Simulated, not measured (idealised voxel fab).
Proc. module: voxel tone inversion
FYI the section here is cut, 285 nm wide, cells are 5 nm squares.
A cross-section in this document is a grid of square cells, and it is written down as bands, the top band listed before the ones below it; a band is made up of one or more rows of cells.
Quick guide to a band line: top height, bottom height (nm) up front; then every material left to right with its width in nm. Only one material and it's marked "edge to edge"? Then it fills the band edge to edge. And "blank" just means empty space.
All heights in this document are referenced to 0, defined as the level beneath which the wafer, as received, consists entirely of one material. The lowest band is not bounded below; it extends indefinitely downward and is written in the form "0 -> down".
A width such as "30 to 40" changes by the same amount from each row of cells to the next, from the band's top row to its bottom row.
The cross-section has no changed cell in any step marked "remains unaltered".
For the entry "closed voids", the listed items are empty spaces with no open way to the top whose size is 8 cells or more; each item follows the pattern width x height at distance, where distance is from the left edge and all three are in nm.
Step line, after settings: the simulator's comment on this step.
"overlay nm", when on a step's line for a step with a mask, measures how far to the right of its planned place the mask lay; a negative measure means to the left.

### Process steps foreseen in the plan
1) op RECEIVE | material Si
2) op CONFORMAL_DEP | material SiN | thk nm 10
3) op DIRECTIONAL_DEP | material aC | thk nm 15
4) op PATTERN | tone cover | mask id POSTS | material resist | width nm 15 | pitch nm 45 | thk nm 20 | overlay nm 0
5) op DIRECTIONAL_ETCH | etch materials aC | depth nm 15
6) op STRIP | etch materials resist
7) op FILL_DEP | material SiO2 | thk nm 10
8) op CMP | height nm 25
9) op STRIP | etch materials aC
Same starting wafers, different width nm at step 4. Plan value belongs to the first wafer.

### Cross-section: the first of several wafers in its as-received state, i.e. following step 1
	0 -> down | Si edge to edge
	closed voids: none

### Rows = wafers. At module end, each row lists per material the cells gained (+) or lost (-) since the wafer was received, then the closed voids
width nm 15, +114 SiN, +153 SiO2, closed voids: none
width nm 20, +114 SiN, +147 SiO2, closed voids: none
width nm 25, +114 SiN, +141 SiO2, closed voids: none
width nm 30, +114 SiN, +135 SiO2, closed voids: none
